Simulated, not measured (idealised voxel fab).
process module | voxel fin reveal
cross-section cut | 220 nm wide | cells 5 nm
A cross-section is a grid of square cells, given in bands from the top down. A band is one or more rows of cells.
Each band's line starts with the height of the band's top and of its bottom, in nm. Then come its materials from left to right, each with its width in nm. One material with "throughout" fills the band from edge to edge. "air" is empty space.
Height 0 is the level under which the wafer as received is all one material. The lowest band goes on downwards, as in "0 down".
A width such as "30 to 40" changes by the same amount from each row of cells to the next, from the band's top row to its bottom row.
"no change" after a step means that no cell of the cross-section changed.
closed voids: empty space of 8 cells or more with no open way to the top, each as width x height at its distance from the left edge, in nm
after a step's settings: what the simulator itself notes on the step
overlay nm, on a step with a mask: how far to the right of its planned place the mask lay; to the left if negative
plan
1 op RECEIVE | material Si
2 op CONFORMAL_DEP | material SiN | thk nm 10
3 op MASKED_ETCH | tone cover | mask id FINS | width nm 15 | pitch nm 45 | etch materials SiN | depth nm 10 | overlay nm 0
4 op MASKED_ETCH | tone cover | mask id FINS | width nm 15 | pitch nm 45 | etch materials Si | depth nm 35 | overlay nm 0
5 op OXIDIZE | depth nm 5
6 op FILL_DEP | material SiO2 | thk nm 10
7 op CMP | height nm 10
8 op SELECTIVE_ETCH | etch materials SiO2 | depth nm 35
9 op STRIP | etch materials SiN
first wafer, as planned
as received, after step 1
  0 down: Si throughout
  closed voids: none
after step 2
  10 to 0: SiN throughout
  below 0: unchanged
after step 3
  10 to 0: air 80 | SiN 15 | air 30 | SiN 15 | air 80
  below 0: unchanged
after step 4
  10 to 0: air 80 | SiN 15 | air 30 | SiN 15 | air 80
  0 to -35: air 80 | Si 15 | air 30 | Si 15 | air 80
  below -35: unchanged
after step 5
  10 to 0: air 80 | SiN 15 | air 30 | SiN 15 | air 80
  0 to -35: air 80 | SiO2 5 | Si 5 | SiO2 5 | air 30 | SiO2 5 | Si 5 | SiO2 5 | air 80
  -35 to -40: SiO2 85 | Si 5 | SiO2 40 | Si 5 | SiO2 85
  below -40: unchanged
after step 6
  20 to 10: SiO2 throughout
  10 to 0: SiO2 80 | SiN 15 | SiO2 30 | SiN 15 | SiO2 80
  0 to -40: SiO2 85 | Si 5 | SiO2 40 | Si 5 | SiO2 85
  below -40: unchanged
after step 7
  10 to 0: SiO2 80 | SiN 15 | SiO2 30 | SiN 15 | SiO2 80
  below 0: unchanged
after step 8
  10 to 0: air 80 | SiN 15 | air 30 | SiN 15 | air 80
  0 to -25: air 85 | Si 5 | air 40 | Si 5 | air 85
  below -25: unchanged
after step 9
  0 to -25: air 85 | Si 5 | air 40 | Si 5 | air 85
  below -25: unchanged
second wafer: like start, like plan, one mistake. Through step 8 it matches the first wafer
when step 9 should have ended
  10 to 0: air 80 | SiN 15 | air 30 | SiN 15 | air 80
  0 to -40: air 85 | Si 5 | air 40 | Si 5 | air 85
  below -40: unchanged
what went wrong: step 9 ran as: op STRIP | etch materials SiO2
at the end the second wafer has, in cells: 12 more of SiN | 126 fewer of SiO2
